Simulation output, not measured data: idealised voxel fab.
Title: Process Module voxel gate over fins
Section shown: cut. Width: 265 nm. Cell size: 5 nm, square.
Reading order for cross-sections: top band down to bottom band. Underlying form: a grid of square cells. Band size: one or more rows of cells. Heads up on the band format: heights come first, top then bottom, in nm. After that it's the materials left to right, each with its width in nm. A single material flagged "everywhere" fills the whole band edge to edge, and "air" means there's empty space there. A quick word on heights: they are counted from 0, and under that level the wafer as it came to us is one material throughout. The lowest band is different from the rest in having no bottom; it simply continues downward, written as in "z 0 and below". With a width like "30..40", each row of cells in the band differs from the next by the same amount, the top row carrying the first number and the bottom row the second. "no modifications", as given for a step, is the statement that not any cell of the cross-section underwent a change during that step. If an empty space has no open way to the top and is at least 8 cells in size, "Sealed void inventory" lists it, written width x height at distance, where distance is measured from the left edge and every value is in nm. after a step's settings: what the simulator itself notes on the step. On any step carrying a mask, the "overlay nm" setting, if present on the step's line, tells how far right of its planned place the mask lay; negative values point to the left. The remainder of this document consists of a sequence of paired cross-sections. Each pair presents the cross-section prior to one process step together with the cross-section following it, the latter being rendered only as deep as the lowest band that underwent change. The intervening step, together with its settings, is stated beneath each pair. Because the pairs may originate from different runs of this module on the same starting wafer, a given pair is to be read as continuing from the preceding pair only where its entry headed "Pre-step" so indicates.

PRE-STEP
	z 0 and below | Si everywhere
	Sealed void inventory: none

SECTION AFTER PROCESSING
	z 10 to 0 | SiN everywhere
	Whatever lies below 0 is exactly as it was before.
	Sealed void inventory: none
Step sandwiched between the two cross-sections above: CONFORMAL_DEP (material SiN; thk nm 10)

Pre-step: The pre-step condition corresponds to the post-step cross-section depicted in the pair directly above.

SECTION AFTER PROCESSING
	z 10 to 0 | air 65, then SiN 15, then air 25, then SiN 15, then air 25, then SiN 15, then air 25, then SiN 15, then air 65
	Whatever lies below 0 is exactly as it was before.
	Sealed void inventory: none
Step sandwiched between the two cross-sections above: MASKED_ETCH (tone cover; mask id FINS; width nm 15; pitch nm 40; etch materials SiN; depth nm 10; overlay nm 0)

Pre-step: The pre-step condition corresponds to the post-step cross-section depicted in the pair directly above.

SECTION AFTER PROCESSING
	z 10 to 0 | air 65, then SiN 15, then air 25, then SiN 15, then air 25, then SiN 15, then air 25, then SiN 15, then air 65
	z 0 to -35 | air 65, then Si 15, then air 25, then Si 15, then air 25, then Si 15, then air 25, then Si 15, then air 65
	Whatever lies below -35 is exactly as it was before.
	Sealed void inventory: none
Step sandwiched between the two cross-sections above: MASKED_ETCH (tone cover; mask id FINS; width nm 15; pitch nm 40; etch materials Si; depth nm 35; overlay nm 0)

Pre-step: The pre-step condition corresponds to the post-step cross-section depicted in the pair directly above.

SECTION AFTER PROCESSING
	z 15 to 10 | SiO2 everywhere
	z 10 to 0 | SiO2 65, then SiN 15, then SiO2 25, then SiN 15, then SiO2 25, then SiN 15, then SiO2 25, then SiN 15, then SiO2 65
	z 0 to -35 | SiO2 65, then Si 15, then SiO2 25, then Si 15, then SiO2 25, then Si 15, then SiO2 25, then Si 15, then SiO2 65
	Whatever lies below -35 is exactly as it was before.
	Sealed void inventory: none
Step sandwiched between the two cross-sections above: FILL_DEP (material SiO2; thk nm 5)

Pre-step: The pre-step condition corresponds to the post-step cross-section depicted in the pair directly above.

SECTION AFTER PROCESSING
	z 10 to 0 | SiO2 65, then SiN 15, then SiO2 25, then SiN 15, then SiO2 25, then SiN 15, then SiO2 25, then SiN 15, then SiO2 65
	Whatever lies below 0 is exactly as it was before.
	Sealed void inventory: none
Step sandwiched between the two cross-sections above: CMP (height nm 10)

Pre-step: The pre-step condition corresponds to the post-step cross-section depicted in the pair directly above.

SECTION AFTER PROCESSING
	z 10 to 0 | air 65, then SiN 15, then air 25, then SiN 15, then air 25, then SiN 15, then air 25, then SiN 15, then air 65
	z 0 to -10 | air 65, then Si 15, then air 25, then Si 15, then air 25, then Si 15, then air 25, then Si 15, then air 65
	Whatever lies below -10 is exactly as it was before.
	Sealed void inventory: none
Step sandwiched between the two cross-sections above: SELECTIVE_ETCH (etch materials SiO2; depth nm 20)

Pre-step: The pre-step condition corresponds to the post-step cross-section depicted in the pair directly above.

SECTION AFTER PROCESSING
	z 0 to -10 | air 65, then Si 15, then air 25, then Si 15, then air 25, then Si 15, then air 25, then Si 15, then air 65
	Whatever lies below -10 is exactly as it was before.
	Sealed void inventory: none
Step sandwiched between the two cross-sections above: STRIP (etch materials SiN)

Pre-step: The pre-step condition corresponds to the post-step cross-section depicted in the pair directly above.

SECTION AFTER PROCESSING
	z 5 to 0 | air 60, then HfO2 25, then air 15, then HfO2 25, then air 15, then HfO2 25, then air 15, then HfO2 25, then air 60
	z 0 to -5 | air 60, then HfO2 5, then Si 15, then HfO2 5, then air 15, then HfO2 5, then Si 15, then HfO2 5, then air 15, then HfO2 5, then Si 15, then HfO2 5, then air 15, then HfO2 5, then Si 15, then HfO2 5, then air 60
	z -5 to -10 | HfO2 65, then Si 15, then HfO2 25, then Si 15, then HfO2 25, then Si 15, then HfO2 25, then Si 15, then HfO2 65
	Whatever lies below -10 is exactly as it was before.
	Sealed void inventory: none
Step sandwiched between the two cross-sections above: CONFORMAL_DEP (material HfO2; thk nm 5)

Pre-step: The pre-step condition corresponds to the post-step cross-section depicted in the pair directly above.

SECTION AFTER PROCESSING
	z 10 to 5 | air 55, then TiN 35, then air 5, then TiN 35, then air 5, then TiN 35, then air 5, then TiN 35, then air 55
	z 5 to 0 | air 55, then TiN 5, then HfO2 25, then TiN 5, then air 5, then TiN 5, then HfO2 25, then TiN 5, then air 5, then TiN 5, then HfO2 25, then TiN 5, then air 5, then TiN 5, then HfO2 25, then TiN 5, then air 55
	z 0 to -5 | TiN 60, then HfO2 5, then Si 15, then HfO2 5, then TiN 15, then HfO2 5, then Si 15, then HfO2 5, then TiN 15, then HfO2 5, then Si 15, then HfO2 5, then TiN 15, then HfO2 5, then Si 15, then HfO2 5, then TiN 60
	Whatever lies below -5 is exactly as it was before.
	Sealed void inventory: none
Step sandwiched between the two cross-sections above: CONFORMAL_DEP (material TiN; thk nm 5)

Pre-step: The pre-step condition corresponds to the post-step cross-section depicted in the pair directly above.

SECTION AFTER PROCESSING
	z 20 to 10 | W everywhere
	z 10 to 5 | W 55, then TiN 35, then W 5, then TiN 35, then W 5, then TiN 35, then W 5, then TiN 35, then W 55
	z 5 to 0 | W 55, then TiN 5, then HfO2 25, then TiN 5, then W 5, then TiN 5, then HfO2 25, then TiN 5, then W 5, then TiN 5, then HfO2 25, then TiN 5, then W 5, then TiN 5, then HfO2 25, then TiN 5, then W 55
	Whatever lies below 0 is exactly as it was before.
	Sealed void inventory: none
Step sandwiched between the two cross-sections above: FILL_DEP (material W; thk nm 10)

Pre-step: The pre-step condition corresponds to the post-step cross-section depicted in the pair directly above.

SECTION AFTER PROCESSING
	z 15 to 10 | W everywhere
	Whatever lies below 10 is exactly as it was before.
	Sealed void inventory: none
Step sandwiched between the two cross-sections above: CMP (height nm 15)

Pre-step: The pre-step condition corresponds to the post-step cross-section depicted in the pair directly above.

SECTION AFTER PROCESSING
	z 20 to 15 | SiCN everywhere
	Whatever lies below 15 is exactly as it was before.
	Sealed void inventory: none
Step sandwiched between the two cross-sections above: CONFORMAL_DEP (material SiCN; thk nm 5)

PRE-STEP
	z 0 to -10 | air 65, then Si 15, then air 25, then Si 15, then air 25, then Si 15, then air 25, then Si 15, then air 65
	z -10 to -35 | SiO2 65, then Si 15, then SiO2 25, then Si 15, then SiO2 25, then Si 15, then SiO2 25, then Si 15, then SiO2 65
	z -35 and below | Si everywhere
	Sealed void inventory: none

SECTION AFTER PROCESSING
	z 5 to 0 | air 60, then TiN 25, then air 15, then TiN 25, then air 15, then TiN 25, then air 15, then TiN 25, then air 60
	z 0 to -5 | air 60, then TiN 5, then Si 15, then TiN 5, then air 15, then TiN 5, then Si 15, then TiN 5, then air 15, then TiN 5, then Si 15, then TiN 5, then air 15, then TiN 5, then Si 15, then TiN 5, then air 60
	z -5 to -10 | TiN 65, then Si 15, then TiN 25, then Si 15, then TiN 25, then Si 15, then TiN 25, then Si 15, then TiN 65
	Whatever lies below -10 is exactly as it was before.
	Sealed void inventory: none
Step sandwiched between the two cross-sections above: CONFORMAL_DEP (material TiN; thk nm 5)

Pre-step: The pre-step condition corresponds to the post-step cross-section depicted in the pair directly above.

SECTION AFTER PROCESSING
	z 15 to 5 | W everywhere
	z 5 to 0 | W 60, then TiN 25, then W 15, then TiN 25, then W 15, then TiN 25, then W 15, then TiN 25, then W 60
	z 0 to -5 | W 60, then TiN 5, then Si 15, then TiN 5, then W 15, then TiN 5, then Si 15, then TiN 5, then W 15, then TiN 5, then Si 15, then TiN 5, then W 15, then TiN 5, then Si 15, then TiN 5, then W 60
	Whatever lies below -5 is exactly as it was before.
	Sealed void inventory: none
Step sandwiched between the two cross-sections above: FILL_DEP (material W; thk nm 10)

Pre-step: The pre-step condition corresponds to the post-step cross-section depicted in the pair directly above.

SECTION AFTER PROCESSING
	z 20 to 15 | SiCN everywhere
	Whatever lies below 15 is exactly as it was before.
	Sealed void inventory: none
Step sandwiched between the two cross-sections above: CONFORMAL_DEP (material SiCN; thk nm 5)

PRE-STEP
	z 10 to 0 | air 65, then SiN 15, then air 25, then SiN 15, then air 25, then SiN 15, then air 25, then SiN 15, then air 65
	z 0 to -10 | air 65, then Si 15, then air 25, then Si 15, then air 25, then Si 15, then air 25, then Si 15, then air 65
	z -10 to -35 | SiO2 65, then Si 15, then SiO2 25, then Si 15, then SiO2 25, then Si 15, then SiO2 25, then Si 15, then SiO2 65
	z -35 and below | Si everywhere
	Sealed void inventory: none

SECTION AFTER PROCESSING
	z 10 to 0 | air 65, then SiN 15, then air 25, then SiN 15, then air 25, then SiN 15, then air 25, then SiN 15, then air 65
	z 0 to -30 | air 65, then Si 15, then air 25, then Si 15, then air 25, then Si 15, then air 25, then Si 15, then air 65
	Whatever lies below -30 is exactly as it was before.
	Sealed void inventory: none
Step sandwiched between the two cross-sections above: SELECTIVE_ETCH (etch materials SiO2; depth nm 20)

Pre-step: The pre-step condition corresponds to the post-step cross-section depicted in the pair directly above.

SECTION AFTER PROCESSING
	z 0 to -30 | air 65, then Si 15, then air 25, then Si 15, then air 25, then Si 15, then air 25, then Si 15, then air 65
	Whatever lies below -30 is exactly as it was before.
	Sealed void inventory: none
Step sandwiched between the two cross-sections above: STRIP (etch materials SiN)

Pre-step: The pre-step condition corresponds to the post-step cross-section depicted in the pair directly above.

SECTION AFTER PROCESSING
	z 5 to 0 | air 60, then HfO2 25, then air 15, then HfO2 25, then air 15, then HfO2 25, then air 15, then HfO2 25, then air 60
	z 0 to -25 | air 60, then HfO2 5, then Si 15, then HfO2 5, then air 15, then HfO2 5, then Si 15, then HfO2 5, then air 15, then HfO2 5, then Si 15, then HfO2 5, then air 15, then HfO2 5, then Si 15, then HfO2 5, then air 60
	z -25 to -30 | HfO2 65, then Si 15, then HfO2 25, then Si 15, then HfO2 25, then Si 15, then HfO2 25, then Si 15, then HfO2 65
	Whatever lies below -30 is exactly as it was before.
	Sealed void inventory: none
Step sandwiched between the two cross-sections above: CONFORMAL_DEP (material HfO2; thk nm 5)

Pre-step: The pre-step condition corresponds to the post-step cross-section depicted in the pair directly above.

SECTION AFTER PROCESSING
	z 10 to 5 | air 55, then TiN 35, then air 5, then TiN 35, then air 5, then TiN 35, then air 5, then TiN 35, then air 55
	z 5 to 0 | air 55, then TiN 5, then HfO2 25, then TiN 5, then air 5, then TiN 5, then HfO2 25, then TiN 5, then air 5, then TiN 5, then HfO2 25, then TiN 5, then air 5, then TiN 5, then HfO2 25, then TiN 5, then air 55
	z 0 to -20 | air 55, then TiN 5, then HfO2 5, then Si 15, then HfO2 5, then TiN 5, then air 5, then TiN 5, then HfO2 5, then Si 15, then HfO2 5, then TiN 5, then air 5, then TiN 5, then HfO2 5, then Si 15, then HfO2 5, then TiN 5, then air 5, then TiN 5, then HfO2 5, then Si 15, then HfO2 5, then TiN 5, then air 55
	z -20 to -25 | TiN 60, then HfO2 5, then Si 15, then HfO2 5, then TiN 15, then HfO2 5, then Si 15, then HfO2 5, then TiN 15, then HfO2 5, then Si 15, then HfO2 5, then TiN 15, then HfO2 5, then Si 15, then HfO2 5, then TiN 60
	Whatever lies below -25 is exactly as it was before.
	Sealed void inventory: none
Step sandwiched between the two cross-sections above: CONFORMAL_DEP (material TiN; thk nm 5)

Pre-step: The pre-step condition corresponds to the post-step cross-section depicted in the pair directly above.

SECTION AFTER PROCESSING
	z 20 to 10 | W everywhere
	z 10 to 5 | W 55, then TiN 35, then W 5, then TiN 35, then W 5, then TiN 35, then W 5, then TiN 35, then W 55
	z 5 to 0 | W 55, then TiN 5, then HfO2 25, then TiN 5, then W 5, then TiN 5, then HfO2 25, then TiN 5, then W 5, then TiN 5, then HfO2 25, then TiN 5, then W 5, then TiN 5, then HfO2 25, then TiN 5, then W 55
	z 0 to -20 | W 55, then TiN 5, then HfO2 5, then Si 15, then HfO2 5, then TiN 5, then W 5, then TiN 5, then HfO2 5, then Si 15, then HfO2 5, then TiN 5, then W 5, then TiN 5, then HfO2 5, then Si 15, then HfO2 5, then TiN 5, then W 5, then TiN 5, then HfO2 5, then Si 15, then HfO2 5, then TiN 5, then W 55
	Whatever lies below -20 is exactly as it was before.
	Sealed void inventory: none
Step sandwiched between the two cross-sections above: FILL_DEP (material W; thk nm 10)

Pre-step: The pre-step condition corresponds to the post-step cross-section depicted in the pair directly above.

SECTION AFTER PROCESSING
	z 15 to 10 | W everywhere
	Whatever lies below 10 is exactly as it was before.
	Sealed void inventory: none
Step sandwiched between the two cross-sections above: CMP (height nm 15)

Pre-step: The pre-step condition corresponds to the post-step cross-section depicted in the pair directly above.

SECTION AFTER PROCESSING
	z 20 to 15 | SiCN everywhere
	Whatever lies below 15 is exactly as it was before.
	Sealed void inventory: none
Step sandwiched between the two cross-sections above: CONFORMAL_DEP (material SiCN; thk nm 5)

PRE-STEP
	z 5 to 0 | air 60, then TiN 25, then air 15, then TiN 25, then air 15, then TiN 25, then air 15, then TiN 25, then air 60
	z 0 to -5 | air 60, then TiN 5, then Si 15, then TiN 5, then air 15, then TiN 5, then Si 15, then TiN 5, then air 15, then TiN 5, then Si 15, then TiN 5, then air 15, then TiN 5, then Si 15, then TiN 5, then air 60
	z -5 to -10 | TiN 65, then Si 15, then TiN 25, then Si 15, then TiN 25, then Si 15, then TiN 25, then Si 15, then TiN 65
	z -10 to -35 | SiO2 65, then Si 15, then SiO2 25, then Si 15, then SiO2 25, then Si 15, then SiO2 25, then Si 15, then SiO2 65
	z -35 and below | Si everywhere
	Sealed void inventory: none

SECTION AFTER PROCESSING
	z 10 to 5 | air 55, then HfO2 35, then air 5, then HfO2 35, then air 5, then HfO2 35, then air 5, then HfO2 35, then air 55
	z 5 to 0 | air 55, then HfO2 5, then TiN 25, then HfO2 5, then air 5, then HfO2 5, then TiN 25, then HfO2 5, then air 5, then HfO2 5, then TiN 25, then HfO2 5, then air 5, then HfO2 5, then TiN 25, then HfO2 5, then air 55
	z 0 to -5 | HfO2 60, then TiN 5, then Si 15, then TiN 5, then HfO2 15, then TiN 5, then Si 15, then TiN 5, then HfO2 15, then TiN 5, then Si 15, then TiN 5, then HfO2 15, then TiN 5, then Si 15, then TiN 5, then HfO2 60
	Whatever lies below -5 is exactly as it was before.
	Sealed void inventory: none
Step sandwiched between the two cross-sections above: CONFORMAL_DEP (material HfO2; thk nm 5)

Pre-step: The pre-step condition corresponds to the post-step cross-section depicted in the pair directly above.

SECTION AFTER PROCESSING
	z 20 to 10 | W everywhere
	z 10 to 5 | W 55, then HfO2 35, then W 5, then HfO2 35, then W 5, then HfO2 35, then W 5, then HfO2 35, then W 55
	z 5 to 0 | W 55, then HfO2 5, then TiN 25, then HfO2 5, then W 5, then HfO2 5, then TiN 25, then HfO2 5, then W 5, then HfO2 5, then TiN 25, then HfO2 5, then W 5, then HfO2 5, then TiN 25, then HfO2 5, then W 55
	Whatever lies below 0 is exactly as it was before.
	Sealed void inventory: none
Step sandwiched between the two cross-sections above: FILL_DEP (material W; thk nm 10)

Pre-step: The pre-step condition corresponds to the post-step cross-section depicted in the pair directly above.

SECTION AFTER PROCESSING
	z 15 to 10 | W everywhere
	Whatever lies below 10 is exactly as it was before.
	Sealed void inventory: none
Step sandwiched between the two cross-sections above: CMP (height nm 15)

Pre-step: The pre-step condition corresponds to the post-step cross-section depicted in the pair directly above.

SECTION AFTER PROCESSING
	z 20 to 15 | SiCN everywhere
	Whatever lies below 15 is exactly as it was before.
	Sealed void inventory: none
Step sandwiched between the two cross-sections above: CONFORMAL_DEP (material SiCN; thk nm 5)

PRE-STEP
	z 10 to 0 | air 65, then SiN 15, then air 25, then SiN 15, then air 25, then SiN 15, then air 25, then SiN 15, then air 65
	z 0 and below | Si everywhere
	Sealed void inventory: none

SECTION AFTER PROCESSING
	z 10 to 0 | air 65, then SiN 15, then air 25, then SiN 15, then air 25, then SiN 15, then air 25, then SiN 15, then air 65
	z 0 to -45 | air 65, then Si 15, then air 25, then Si 15, then air 25, then Si 15, then air 25, then Si 15, then air 65
	Whatever lies below -45 is exactly as it was before.
	Sealed void inventory: none
Step sandwiched between the two cross-sections above: MASKED_ETCH (tone cover; mask id FINS; width nm 15; pitch nm 40; etch materials Si; depth nm 45; overlay nm 0)

Pre-step: The pre-step condition corresponds to the post-step cross-section depicted in the pair directly above.

SECTION AFTER PROCESSING
	z 15 to 10 | SiO2 everywhere
	z 10 to 0 | SiO2 65, then SiN 15, then SiO2 25, then SiN 15, then SiO2 25, then SiN 15, then SiO2 25, then SiN 15, then SiO2 65
	z 0 to -45 | SiO2 65, then Si 15, then SiO2 25, then Si 15, then SiO2 25, then Si 15, then SiO2 25, then Si 15, then SiO2 65
	Whatever lies below -45 is exactly as it was before.
	Sealed void inventory: none
Step sandwiched between the two cross-sections above: FILL_DEP (material SiO2; thk nm 5)

Pre-step: The pre-step condition corresponds to the post-step cross-section depicted in the pair directly above.

SECTION AFTER PROCESSING
	z 10 to 0 | SiO2 65, then SiN 15, then SiO2 25, then SiN 15, then SiO2 25, then SiN 15, then SiO2 25, then SiN 15, then SiO2 65
	Whatever lies below 0 is exactly as it was before.
	Sealed void inventory: none
Step sandwiched between the two cross-sections above: CMP (height nm 10)

Pre-step: The pre-step condition corresponds to the post-step cross-section depicted in the pair directly above.

SECTION AFTER PROCESSING
	z 10 to 0 | air 65, then SiN 15, then air 25, then SiN 15, then air 25, then SiN 15, then air 25, then SiN 15, then air 65
	z 0 to -10 | air 65, then Si 15, then air 25, then Si 15, then air 25, then Si 15, then air 25, then Si 15, then air 65
	Whatever lies below -10 is exactly as it was before.
	Sealed void inventory: none
Step sandwiched between the two cross-sections above: SELECTIVE_ETCH (etch materials SiO2; depth nm 20)

Pre-step: The pre-step condition corresponds to the post-step cross-section depicted in the pair directly above.

SECTION AFTER PROCESSING
	z 0 to -10 | air 65, then Si 15, then air 25, then Si 15, then air 25, then Si 15, then air 25, then Si 15, then air 65
	Whatever lies below -10 is exactly as it was before.
	Sealed void inventory: none
Step sandwiched between the two cross-sections above: STRIP (etch materials SiN)

Pre-step: The pre-step condition corresponds to the post-step cross-section depicted in the pair directly above.

SECTION AFTER PROCESSING
	z 5 to 0 | air 60, then HfO2 25, then air 15, then HfO2 25, then air 15, then HfO2 25, then air 15, then HfO2 25, then air 60
	z 0 to -5 | air 60, then HfO2 5, then Si 15, then HfO2 5, then air 15, then HfO2 5, then Si 15, then HfO2 5, then air 15, then HfO2 5, then Si 15, then HfO2 5, then air 15, then HfO2 5, then Si 15, then HfO2 5, then air 60
	z -5 to -10 | HfO2 65, then Si 15, then HfO2 25, then Si 15, then HfO2 25, then Si 15, then HfO2 25, then Si 15, then HfO2 65
	Whatever lies below -10 is exactly as it was before.
	Sealed void inventory: none
Step sandwiched between the two cross-sections above: CONFORMAL_DEP (material HfO2; thk nm 5)

Pre-step: The pre-step condition corresponds to the post-step cross-section depicted in the pair directly above.

SECTION AFTER PROCESSING
	z 10 to 5 | air 55, then TiN 35, then air 5, then TiN 35, then air 5, then TiN 35, then air 5, then TiN 35, then air 55
	z 5 to 0 | air 55, then TiN 5, then HfO2 25, then TiN 5, then air 5, then TiN 5, then HfO2 25, then TiN 5, then air 5, then TiN 5, then HfO2 25, then TiN 5, then air 5, then TiN 5, then HfO2 25, then TiN 5, then air 55
	z 0 to -5 | TiN 60, then HfO2 5, then Si 15, then HfO2 5, then TiN 15, then HfO2 5, then Si 15, then HfO2 5, then TiN 15, then HfO2 5, then Si 15, then HfO2 5, then TiN 15, then HfO2 5, then Si 15, then HfO2 5, then TiN 60
	Whatever lies below -5 is exactly as it was before.
	Sealed void inventory: none
Step sandwiched between the two cross-sections above: CONFORMAL_DEP (material TiN; thk nm 5)

Pre-step: The pre-step condition corresponds to the post-step cross-section depicted in the pair directly above.

SECTION AFTER PROCESSING
	z 20 to 10 | W everywhere
	z 10 to 5 | W 55, then TiN 35, then W 5, then TiN 35, then W 5, then TiN 35, then W 5, then TiN 35, then W 55
	z 5 to 0 | W 55, then TiN 5, then HfO2 25, then TiN 5, then W 5, then TiN 5, then HfO2 25, then TiN 5, then W 5, then TiN 5, then HfO2 25, then TiN 5, then W 5, then TiN 5, then HfO2 25, then TiN 5, then W 55
	Whatever lies below 0 is exactly as it was before.
	Sealed void inventory: none
Step sandwiched between the two cross-sections above: FILL_DEP (material W; thk nm 10)

Pre-step: The pre-step condition corresponds to the post-step cross-section depicted in the pair directly above.

SECTION AFTER PROCESSING
	z 15 to 10 | W everywhere
	Whatever lies below 10 is exactly as it was before.
	Sealed void inventory: none
Step sandwiched between the two cross-sections above: CMP (height nm 15)

Pre-step: The pre-step condition corresponds to the post-step cross-section depicted in the pair directly above.

SECTION AFTER PROCESSING
	z 20 to 15 | SiCN everywhere
	Whatever lies below 15 is exactly as it was before.
	Sealed void inventory: none
Step sandwiched between the two cross-sections above: CONFORMAL_DEP (material SiCN; thk nm 5)

PRE-STEP
	z 10 to 0 | air 65, then SiN 15, then air 25, then SiN 15, then air 25, then SiN 15, then air 25, then SiN 15, then air 65
	z 0 to -35 | air 65, then Si 15, then air 25, then Si 15, then air 25, then Si 15, then air 25, then Si 15, then air 65
	z -35 and below | Si everywhere
	Sealed void inventory: none

SECTION AFTER PROCESSING
	z 15 to 10 | HfO2 everywhere
	z 10 to 0 | HfO2 65, then SiN 15, then HfO2 25, then SiN 15, then HfO2 25, then SiN 15, then HfO2 25, then SiN 15, then HfO2 65
	z 0 to -35 | HfO2 65, then Si 15, then HfO2 25, then Si 15, then HfO2 25, then Si 15, then HfO2 25, then Si 15, then HfO2 65
	Whatever lies below -35 is exactly as it was before.
	Sealed void inventory: none
Step sandwiched between the two cross-sections above: FILL_DEP (material HfO2; thk nm 5)

Pre-step: The pre-step condition corresponds to the post-step cross-section depicted in the pair directly above.

SECTION AFTER PROCESSING
	z 10 to 0 | HfO2 65, then SiN 15, then HfO2 25, then SiN 15, then HfO2 25, then SiN 15, then HfO2 25, then SiN 15, then HfO2 65
	Whatever lies below 0 is exactly as it was before.
	Sealed void inventory: none
Step sandwiched between the two cross-sections above: CMP (height nm 10)

Pre-step: The pre-step condition corresponds to the post-step cross-section depicted in the pair directly above.

SECTION AFTER PROCESSING
	z 10 to 0 | HfO2 65, then air 15, then HfO2 25, then air 15, then HfO2 25, then air 15, then HfO2 25, then air 15, then HfO2 65
	Whatever lies below 0 is exactly as it was before.
	Sealed void inventory: none
Step sandwiched between the two cross-sections above: STRIP (etch materials SiN)

Pre-step: The pre-step condition corresponds to the post-step cross-section depicted in the pair directly above.

SECTION AFTER PROCESSING
	z 15 to 5 | HfO2 70, then air 5, then HfO2 35, then air 5, then HfO2 35, then air 5, then HfO2 35, then air 5, then HfO2 70
	z 5 to 0 | HfO2 everywhere
	Whatever lies below 0 is exactly as it was before.
	Sealed void inventory: none
Step sandwiched between the two cross-sections above: CONFORMAL_DEP (material HfO2; thk nm 5)

Pre-step: The pre-step condition corresponds to the post-step cross-section depicted in the pair directly above.

SECTION AFTER PROCESSING
	z 20 to 15 | TiN everywhere
	z 15 to 5 | HfO2 70, then TiN 5, then HfO2 35, then TiN 5, then HfO2 35, then TiN 5, then HfO2 35, then TiN 5, then HfO2 70
	Whatever lies below 5 is exactly as it was before.
	Sealed void inventory: none
Step sandwiched between the two cross-sections above: CONFORMAL_DEP (material TiN; thk nm 5)

Pre-step: The pre-step condition corresponds to the post-step cross-section depicted in the pair directly above.

SECTION AFTER PROCESSING
	z 30 to 20 | W everywhere
	Whatever lies below 20 is exactly as it was before.
	Sealed void inventory: none
Step sandwiched between the two cross-sections above: FILL_DEP (material W; thk nm 10)

Pre-step: The pre-step condition corresponds to the post-step cross-section depicted in the pair directly above.

SECTION AFTER PROCESSING
	z 15 to 5 | HfO2 70, then TiN 5, then HfO2 35, then TiN 5, then HfO2 35, then TiN 5, then HfO2 35, then TiN 5, then HfO2 70
	Whatever lies below 5 is exactly as it was before.
	Sealed void inventory: none
Step sandwiched between the two cross-sections above: CMP (height nm 15)

Pre-step: The pre-step condition corresponds to the post-step cross-section depicted in the pair directly above.

SECTION AFTER PROCESSING
	z 20 to 15 | SiCN everywhere
	Whatever lies below 15 is exactly as it was before.
	Sealed void inventory: none
Step sandwiched between the two cross-sections above: CONFORMAL_DEP (material SiCN; thk nm 5)
